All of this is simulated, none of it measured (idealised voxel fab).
You're looking at the process module voxel plated lines.
The width of the displayed cross-section, cut, is 245 nm; its cells are square, with a size of 5 nm.
Cross-section, as written here: a square-cell grid given band by band from the top down, where a band holds one or more rows of cells.
It is stipulated that each band's entry specify, in nanometres, the height of the top of the band and then that of its bottom, followed by the materials of the band in left-to-right sequence, each together with its width in nanometres. A single material marked by the word "edge to edge" is understood to fill the band from edge to edge; the word "empty" is understood to denote empty space.
Where do heights start? At 0: under that level the wafer as delivered is made of one material only. And the lowest band has no floor; it just carries on downward, as in "0 nm and below".
The width entry "30->40" should be interpreted row by row: the top row of cells in the band takes the first number, the bottom row takes the second number, and the change between adjacent rows is uniform throughout.
Where a step carries "no modifications", the cross-section came out of it unchanged, cell for cell.
"Catalogued sealed voids": sealed empty spaces, 8 cells or more, no open way to top, listed width x height at distance, with distance from the left edge and width, height and distance in nm.
Text after the settings on a step's line: the simulator's own remark on that step.
Each step line may optionally specify "overlay nm", which for a step with a mask gives the rightward distance between the mask's planned place and where it lay, a negative value indicating the leftward direction.
[Intended process steps]
1: RECEIVE: material Si
2: CONFORMAL_DEP: material SiO2, thk nm 10
3: DIRECTIONAL_DEP: material TiN, thk nm 5
4: PATTERN: tone open, mask id LINES, material resist, width nm 15, pitch nm 35, thk nm 25, overlay nm 0
5: EPI: material Ru, thk nm 5
6: EPI: material Ru, thk nm 10
7: STRIP: etch materials resist
8: DIRECTIONAL_ETCH: etch materials TiN, depth nm 5
9: CONFORMAL_DEP: material SiCN, thk nm 5
[Cross-sectional view of the wafer in its as-received condition, corresponding to the state after step 1]
> 0 nm and below | Si edge to edge
> Catalogued sealed voids: none
[Sectioned view, first of two wafers, at the close of the module, processed as intended in the plan]
> 35 nm to 30 nm | 90 nm empty  25 nm SiCN  10 nm empty  25 nm SiCN  95 nm empty
> 30 nm to 15 nm | 90 nm empty  5 nm SiCN  15 nm Ru  5 nm SiCN  10 nm empty  5 nm SiCN  15 nm Ru  5 nm SiCN  95 nm empty
> 15 nm to 10 nm | 95 nm SiCN  15 nm TiN  20 nm SiCN  15 nm TiN  100 nm SiCN
> 10 nm to 0 nm | SiO2 edge to edge
> 0 nm and below | Si edge to edge
> Catalogued sealed voids: none
[The second wafer, shown in cross-section after the module: started the same way as the first and given the same plan, yet one mistake crept into how it was run]
> 45 nm to 40 nm | 90 nm empty  25 nm SiCN  10 nm empty  25 nm SiCN  95 nm empty
> 40 nm to 25 nm | 90 nm empty  5 nm SiCN  15 nm Ru  5 nm SiCN  10 nm empty  5 nm SiCN  15 nm Ru  5 nm SiCN  95 nm empty
> 25 nm to 20 nm | 95 nm SiCN  15 nm TiN  20 nm SiCN  15 nm TiN  100 nm SiCN
> 20 nm to 10 nm | TiN edge to edge
> 10 nm to 0 nm | SiO2 edge to edge
> 0 nm and below | Si edge to edge
> Catalogued sealed voids: none
What went wrong in running the wafer? step 3 off recipe, ran as DIRECTIONAL_DEP: material TiN, thk nm 15
Count the cells at the end and the second wafer has more or fewer of some materials than the first: TiN: 98 more
